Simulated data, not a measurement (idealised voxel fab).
process module | voxel spacer lines
This is section cut - it's 220 nm across, gridded in 5 nm square cells.
A cross-section is written here as square cells arranged in a grid, and it is given in bands from the top down, each band taking up one or more rows of cells.
It is stipulated that each band's entry specify, in nanometres, the height of the top of the band and then that of its bottom, followed by the materials of the band in left-to-right sequence, each together with its width in nanometres. A single material marked by the word "edge to edge" is understood to fill the band from edge to edge; the word "air" is understood to denote empty space.
Note: height 0 marks the level under which the wafer is uniformly one material as received. Lowest band unbounded below, written "0 down".
You'd read "30 to 40" like this: the band's top row of cells is as wide as the first number, its bottom row is as wide as the second, and going down, every row changes width by the same amount as the row before did.
Basically "nothing was modified" means that step didn't change any cell in the cross-section.
In "Enclosed empty spaces" the enclosed voids are listed, meaning empty spaces of 8 cells or larger without any opening to the top. The form is width x height at distance, distance from the left edge, units nm.
Read whatever lies past the settings on a step's line as the simulator's own remark about the step.
Each step line may optionally specify "overlay nm", which for a step with a mask gives the rightward distance between the mask's planned place and where it lay, a negative value indicating the leftward direction.

### So here's the lineup of process steps we planned
1: RECEIVE: material Si
2: CONFORMAL_DEP: material Al2O3, thk nm 5
3: DIRECTIONAL_DEP: material SiN, thk nm 15
4: DIRECTIONAL_DEP: material polySi, thk nm 25
5: PATTERN: tone cover, mask id MANDREL, material resist, width nm 20, pitch nm 70, thk nm 35, overlay nm 0
6: DIRECTIONAL_ETCH: etch materials polySi, depth nm 25
7: STRIP: etch materials resist
8: CONFORMAL_DEP: material SiO2, thk nm 15
9: DIRECTIONAL_ETCH: etch materials SiO2, depth nm 15
10: STRIP: etch materials polySi
11: DIRECTIONAL_ETCH: etch materials SiN, depth nm 15
12: STRIP: etch materials SiO2
13: FILL_DEP: material lowk, thk nm 10
14: CMP: height nm 20

### first wafer, as planned

### Cross-section, incoming material, after step 1
    0 down  Si edge to edge
    Enclosed empty spaces: none

### Once step 2 is through, the wafer looks like this in cross-section
    5 to 0  Al2O3 edge to edge
    Nothing below the height 0 has changed.

### Once step 3 is through, the wafer looks like this in cross-section
    20 to 5  SiN edge to edge
    Nothing below the height 5 has changed.

### Once step 4 is through, the wafer looks like this in cross-section
    45 to 20  polySi edge to edge
    Nothing below the height 20 has changed.

### Once step 5 is through, the wafer looks like this in cross-section
    80 to 45  65 nm air; 20 nm resist; 50 nm air; 20 nm resist; 65 nm air
    Nothing below the height 45 has changed.

### Once step 6 is through, the wafer looks like this in cross-section
    80 to 45  65 nm air; 20 nm resist; 50 nm air; 20 nm resist; 65 nm air
    45 to 20  65 nm air; 20 nm polySi; 50 nm air; 20 nm polySi; 65 nm air
    Nothing below the height 20 has changed.

### Once step 7 is through, the wafer looks like this in cross-section
    45 to 20  65 nm air; 20 nm polySi; 50 nm air; 20 nm polySi; 65 nm air
    Nothing below the height 20 has changed.

### Once step 8 is through, the wafer looks like this in cross-section
    60 to 45  50 nm air; 50 nm SiO2; 20 nm air; 50 nm SiO2; 50 nm air
    45 to 35  50 nm air; 15 nm SiO2; 20 nm polySi; 15 nm SiO2; 20 nm air; 15 nm SiO2; 20 nm polySi; 15 nm SiO2; 50 nm air
    35 to 20  65 nm SiO2; 20 nm polySi; 50 nm SiO2; 20 nm polySi; 65 nm SiO2
    Nothing below the height 20 has changed.

### Once step 9 is through, the wafer looks like this in cross-section
    45 to 20  50 nm air; 15 nm SiO2; 20 nm polySi; 15 nm SiO2; 20 nm air; 15 nm SiO2; 20 nm polySi; 15 nm SiO2; 50 nm air
    Nothing below the height 20 has changed.

### Once step 10 is through, the wafer looks like this in cross-section
    45 to 20  50 nm air; 15 nm SiO2; 20 nm air; 15 nm SiO2; 20 nm air; 15 nm SiO2; 20 nm air; 15 nm SiO2; 50 nm air
    Nothing below the height 20 has changed.

### Once step 11 is through, the wafer looks like this in cross-section
    45 to 20  50 nm air; 15 nm SiO2; 20 nm air; 15 nm SiO2; 20 nm air; 15 nm SiO2; 20 nm air; 15 nm SiO2; 50 nm air
    20 to 5  50 nm air; 15 nm SiN; 20 nm air; 15 nm SiN; 20 nm air; 15 nm SiN; 20 nm air; 15 nm SiN; 50 nm air
    Nothing below the height 5 has changed.

### Once step 12 is through, the wafer looks like this in cross-section
    20 to 5  50 nm air; 15 nm SiN; 20 nm air; 15 nm SiN; 20 nm air; 15 nm SiN; 20 nm air; 15 nm SiN; 50 nm air
    Nothing below the height 5 has changed.

### Once step 13 is through, the wafer looks like this in cross-section
    30 to 20  lowk edge to edge
    20 to 5  50 nm lowk; 15 nm SiN; 20 nm lowk; 15 nm SiN; 20 nm lowk; 15 nm SiN; 20 nm lowk; 15 nm SiN; 50 nm lowk
    Nothing below the height 5 has changed.

### Once step 14 is through, the wafer looks like this in cross-section
    20 to 5  50 nm lowk; 15 nm SiN; 20 nm lowk; 15 nm SiN; 20 nm lowk; 15 nm SiN; 20 nm lowk; 15 nm SiN; 50 nm lowk
    Nothing below the height 5 has changed.

### Second wafer: same start and same plan as the first, one execution error; identical to the first through step 4

### The second wafer cut through, at the time step 5 was supposed to be finished
    80 to 45  75 nm air; 20 nm resist; 50 nm air; 20 nm resist; 55 nm air
    Nothing below the height 45 has changed.

### The second wafer cut through, at the time step 6 was supposed to be finished
    80 to 45  75 nm air; 20 nm resist; 50 nm air; 20 nm resist; 55 nm air
    45 to 20  75 nm air; 20 nm polySi; 50 nm air; 20 nm polySi; 55 nm air
    Nothing below the height 20 has changed.

### The second wafer cut through, at the time step 7 was supposed to be finished
    45 to 20  75 nm air; 20 nm polySi; 50 nm air; 20 nm polySi; 55 nm air
    Nothing below the height 20 has changed.

### The second wafer cut through, at the time step 8 was supposed to be finished
    60 to 45  60 nm air; 50 nm SiO2; 20 nm air; 50 nm SiO2; 40 nm air
    45 to 35  60 nm air; 15 nm SiO2; 20 nm polySi; 15 nm SiO2; 20 nm air; 15 nm SiO2; 20 nm polySi; 15 nm SiO2; 40 nm air
    35 to 20  75 nm SiO2; 20 nm polySi; 50 nm SiO2; 20 nm polySi; 55 nm SiO2
    Nothing below the height 20 has changed.

### The second wafer cut through, at the time step 9 was supposed to be finished
    45 to 20  60 nm air; 15 nm SiO2; 20 nm polySi; 15 nm SiO2; 20 nm air; 15 nm SiO2; 20 nm polySi; 15 nm SiO2; 40 nm air
    Nothing below the height 20 has changed.

### The second wafer cut through, at the time step 10 was supposed to be finished
    45 to 20  60 nm air; 15 nm SiO2; 20 nm air; 15 nm SiO2; 20 nm air; 15 nm SiO2; 20 nm air; 15 nm SiO2; 40 nm air
    Nothing below the height 20 has changed.

### The second wafer cut through, at the time step 11 was supposed to be finished
    45 to 20  60 nm air; 15 nm SiO2; 20 nm air; 15 nm SiO2; 20 nm air; 15 nm SiO2; 20 nm air; 15 nm SiO2; 40 nm air
    20 to 5  60 nm air; 15 nm SiN; 20 nm air; 15 nm SiN; 20 nm air; 15 nm SiN; 20 nm air; 15 nm SiN; 40 nm air
    Nothing below the height 5 has changed.

### The second wafer cut through, at the time step 12 was supposed to be finished
    20 to 5  60 nm air; 15 nm SiN; 20 nm air; 15 nm SiN; 20 nm air; 15 nm SiN; 20 nm air; 15 nm SiN; 40 nm air
    Nothing below the height 5 has changed.

### The second wafer cut through, at the time step 13 was supposed to be finished
    30 to 20  lowk edge to edge
    20 to 5  60 nm lowk; 15 nm SiN; 20 nm lowk; 15 nm SiN; 20 nm lowk; 15 nm SiN; 20 nm lowk; 15 nm SiN; 40 nm lowk
    Nothing below the height 5 has changed.

### The second wafer cut through, at the time step 14 was supposed to be finished
    20 to 5  60 nm lowk; 15 nm SiN; 20 nm lowk; 15 nm SiN; 20 nm lowk; 15 nm SiN; 20 nm lowk; 15 nm SiN; 40 nm lowk
    Nothing below the height 5 has changed.
Deviation from plan: off-plan run, step 5, actual operation and settings PATTERN: tone cover, mask id MANDREL, material resist, width nm 20, pitch nm 70, thk nm 35, overlay nm 10
If you tally the cells, the second wafer ends up with the same amount of every material as the first; it's all just sitting in different places.
